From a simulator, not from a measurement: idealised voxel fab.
Process module under the name voxel capacitor over wiring
cross-section cut | 270 nm wide | cells 5 nm
A cross-section is a grid of square cells, given in bands from the top down. A band is one or more rows of cells. The band entry comprises the height of the band's top followed by the height of its bottom, expressed in nm, and subsequently the band's materials from left to right, each stated together with its width in nm. Where a single material is marked with the word "all across", that material fills the band from edge to edge. The word "empty" represents empty space. We count height from 0. Below that, the starting wafer is all one material. The lowest band never ends at the bottom but goes on down; see "0..down" for how that is written. Width "30 to 40": first value at the band's top row of cells, second value at its bottom row, equal change from row to row. The designation "identical to before", where it is given for a processing step, indicates that no cell of the cross-section was altered in the course of that step. The label "Fully closed voids" introduces a list of the empty spaces, 8 cells or larger, that have no open way up to the top; each entry in it reads width x height at distance, where the distance is taken from the left edge and all three are stated in nm. Formally, on a step line, whatever follows the settings is a remark that the simulator itself makes on the step. overlay nm: mask offset rightward from planned place, masked step; negative means leftward offset.

# Set out below are the planned steps of the process
1,RECEIVE with material Si
2,CONFORMAL_DEP with material SiO2, thk nm 15
3,DIRECTIONAL_DEP with material TiN, thk nm 5
4,DIRECTIONAL_DEP with material Ru, thk nm 25
5,DIRECTIONAL_DEP with material aC, thk nm 15
6,PATTERN with tone cover, mask id METAL_1, material resist, width nm 20, pitch nm 85, thk nm 35, overlay nm 0
7,DIRECTIONAL_ETCH with etch materials aC, depth nm 15
8,STRIP with etch materials resist
9,DIRECTIONAL_ETCH with etch materials Ru, depth nm 25
10,DIRECTIONAL_ETCH with etch materials TiN, depth nm 5
11,STRIP with etch materials aC
12,CONFORMAL_DEP with material SiCN, thk nm 5
13,FILL_DEP with material lowk, thk nm 5
14,CMP with height nm 45
15,CONFORMAL_DEP with material SiCN, thk nm 5
16,DIRECTIONAL_DEP with material SiO2, thk nm 15
17,DIRECTIONAL_DEP with material aC, thk nm 10
18,PATTERN with tone open, mask id PLUG_1, material resist, width nm 15, thk nm 25, overlay nm 0
19,DIRECTIONAL_ETCH with etch materials aC, depth nm 10
20,STRIP with etch materials resist
21,DIRECTIONAL_ETCH with etch materials SiO2, depth nm 15
22,DIRECTIONAL_ETCH with etch materials SiCN, depth nm 5
23,STRIP with etch materials aC
24,CONFORMAL_DEP with material TiN, thk nm 5
25,FILL_DEP with material Ru, thk nm 10
26,CMP with height nm 65
27,DIRECTIONAL_DEP with material TiN, thk nm 5
28,DIRECTIONAL_DEP with material SiN, thk nm 5
29,DIRECTIONAL_DEP with material TiN, thk nm 5
30,MASKED_ETCH with tone cover, mask id UPPER_PLATE, width nm 70, etch materials TiN, depth nm 5, overlay nm 0
31,MASKED_ETCH with tone cover, mask id UPPER_PLATE, width nm 70, etch materials SiN, depth nm 5, overlay nm 0
32,PATTERN with tone cover, mask id LOWER_PLATE, material resist, width nm 80, thk nm 15, overlay nm 0
33,DIRECTIONAL_ETCH with etch materials TiN, depth nm 5
34,STRIP with etch materials resist
35,FILL_DEP with material SiO2, thk nm 20
36,CMP with height nm 95
37,MASKED_ETCH with tone open, mask id PLUG_2, width nm 15, etch materials SiO2, depth nm 15, overlay nm 0
38,CONFORMAL_DEP with material TiN, thk nm 5
39,FILL_DEP with material Ru, thk nm 5
40,CMP with height nm 85
41,CONFORMAL_DEP with material SiN, thk nm 5
Across this set of wafers, the varied parameter is the height nm of step 40. Starting conditions are identical for every wafer, and the plan reports the value assigned to the first wafer.

# Cross-section of the first of several wafers as received (after step 1)
    0..down: Si all across
    Fully closed voids: none

# First of several wafers: cross-section at the end of the module, after step 41, its last step
    90..85: SiN all across
    85..75: 95 to 85 of SiO2  15 to 70 of TiN  160 to 115 of SiO2
    75..70: 85 of SiO2  70 of SiN  115 of SiO2
    70..65: 80 of SiO2  80 of TiN  110 of SiO2
    65..50: 85 of SiO2  5 of TiN  5 of Ru  5 of TiN  170 of SiO2
    50..45: 85 of SiCN  15 of TiN  170 of SiCN
    45..20: 75 of lowk  5 of SiCN  20 of Ru  5 of SiCN  55 of lowk  5 of SiCN  20 of Ru  5 of SiCN  80 of lowk
    20..15: 80 of SiCN  20 of TiN  65 of SiCN  20 of TiN  85 of SiCN
    15..0: SiO2 all across
    0..down: Si all across
    Fully closed voids: none

# Last-wafer cross-section at the end of the module
    110..105: SiN all across
    105..100: Ru all across
    100..95: 100 of TiN  5 of Ru  165 of TiN
    95..85: 95 of SiO2  5 of TiN  5 of Ru  5 of TiN  160 of SiO2
    85..75: 95 to 85 of SiO2  15 to 70 of TiN  160 to 115 of SiO2
    75..70: 85 of SiO2  70 of SiN  115 of SiO2
    70..65: 80 of SiO2  80 of TiN  110 of SiO2
    65..50: 85 of SiO2  5 of TiN  5 of Ru  5 of TiN  170 of SiO2
    50..45: 85 of SiCN  15 of TiN  170 of SiCN
    45..20: 75 of lowk  5 of SiCN  20 of Ru  5 of SiCN  55 of lowk  5 of SiCN  20 of Ru  5 of SiCN  80 of lowk
    20..15: 80 of SiCN  20 of TiN  65 of SiCN  20 of TiN  85 of SiCN
    15..0: SiO2 all across
    0..down: Si all across
    Fully closed voids: none

# Take any row and you have a wafer at the end of the module: how many cells of each material it has gained (+) or lost (-) since it was received, and then its closed voids
height nm 85; +43 Ru; +117 SiCN; +68 SiN; +484 SiO2; +50 TiN; +210 lowk; Fully closed voids: none
height nm 90; +44 Ru; +117 SiCN; +68 SiN; +535 SiO2; +52 TiN; +210 lowk; Fully closed voids: none
height nm 95; +45 Ru; +117 SiCN; +68 SiN; +586 SiO2; +54 TiN; +210 lowk; Fully closed voids: none
height nm 100; +46 Ru; +117 SiCN; +68 SiN; +586 SiO2; +107 TiN; +210 lowk; Fully closed voids: none
height nm 105; +100 Ru; +117 SiCN; +68 SiN; +586 SiO2; +107 TiN; +210 lowk; Fully closed voids: none
